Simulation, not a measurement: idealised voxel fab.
This section sets out a process module, namely voxel trench capacitor.
cross-section cut | 275 nm wide | cells 5 nm
Notation: cross-section as square-cell grid; stated in bands, top first, going down; one or more cell rows per band.
Heads up on the band format: heights come first, top then bottom, in nm. After that it's the materials left to right, each with its width in nm. A single material flagged "all across" fills the whole band edge to edge, and "air" means there's empty space there.
For the purposes of this specification, 0 denotes the height below which the wafer in its as-received condition is composed wholly of one material, and the lowermost band, lacking a lower limit, extends downward without end, as expressed in "0..down".
Quick explanation for "30->40": the width changes in equal steps down the rows of cells, from the first number in the band's top row to the second number in its bottom row.
"remains unaltered", as given for a step, is the statement that not any cell of the cross-section underwent a change during that step.
This entry, "Catalogued sealed voids", enumerates those empty regions of no fewer than 8 cells that possess no open connection to the top. Each region is reported in the form width x height at distance, the distance being taken from the left edge, with all three quantities expressed in nm.
after a step's settings: what the simulator itself notes on the step
overlay nm: for a step with a mask, the amount by which the mask lay right of where it was planned; a negative amount means left of it.
## Below is the list of planned process steps
1,RECEIVE: material Si
2,CONFORMAL_DEP: material SiN, thk nm 10
3,PATTERN: tone open, mask id TRENCH, material resist, width nm 25, pitch nm 40, thk nm 15, overlay nm 0
4,DIRECTIONAL_ETCH: etch materials SiN, depth nm 10
5,DIRECTIONAL_ETCH: etch materials Si, depth nm 40
6,STRIP: etch materials resist
7,CONFORMAL_DEP: material Al2O3, thk nm 5
8,CONFORMAL_DEP: material TiN, thk nm 5
9,FILL_DEP: material W, thk nm 10
10,CMP: height nm 10
## The cross-section here shows the wafer as received, i.e. in its state after step 1
> 0..down: Si all across
> Catalogued sealed voids: none
## Cross-section, first of two wafers, end of module, run as planned
> 10..0: 85 nm SiN  5 nm Al2O3  5 nm TiN  5 nm W  5 nm TiN  5 nm Al2O3  15 nm SiN  5 nm Al2O3  5 nm TiN  5 nm W  5 nm TiN  5 nm Al2O3  15 nm SiN  5 nm Al2O3  5 nm TiN  5 nm W  5 nm TiN  5 nm Al2O3  85 nm SiN
> 0..-30: 85 nm Si  5 nm Al2O3  5 nm TiN  5 nm W  5 nm TiN  5 nm Al2O3  15 nm Si  5 nm Al2O3  5 nm TiN  5 nm W  5 nm TiN  5 nm Al2O3  15 nm Si  5 nm Al2O3  5 nm TiN  5 nm W  5 nm TiN  5 nm Al2O3  85 nm Si
> -30..-35: 85 nm Si  5 nm Al2O3  15 nm TiN  5 nm Al2O3  15 nm Si  5 nm Al2O3  15 nm TiN  5 nm Al2O3  15 nm Si  5 nm Al2O3  15 nm TiN  5 nm Al2O3  85 nm Si
> -35..-40: 85 nm Si  25 nm Al2O3  15 nm Si  25 nm Al2O3  15 nm Si  25 nm Al2O3  85 nm Si
> -40..down: Si all across
> Catalogued sealed voids: none
## The second wafer, shown in cross-section after the module: started the same way as the first and given the same plan, yet one mistake crept into how it was run
> 10..0: 85 nm SiN  10 nm TiN  5 nm W  10 nm TiN  15 nm SiN  10 nm TiN  5 nm W  10 nm TiN  15 nm SiN  10 nm TiN  5 nm W  10 nm TiN  85 nm SiN
> 0..-30: 85 nm Si  10 nm TiN  5 nm W  10 nm TiN  15 nm Si  10 nm TiN  5 nm W  10 nm TiN  15 nm Si  10 nm TiN  5 nm W  10 nm TiN  85 nm Si
> -30..-40: 85 nm Si  25 nm TiN  15 nm Si  25 nm TiN  15 nm Si  25 nm TiN  85 nm Si
> -40..down: Si all across
> Catalogued sealed voids: none
Against the plan, the run slipped here: note that step 7 departed from the planned setting and was carried out as CONFORMAL_DEP: material TiN, thk nm 5
Counted in cells at the end, the second wafer holds more or fewer of these materials than the first: Al2O3: 69 fewer; TiN: 69 more
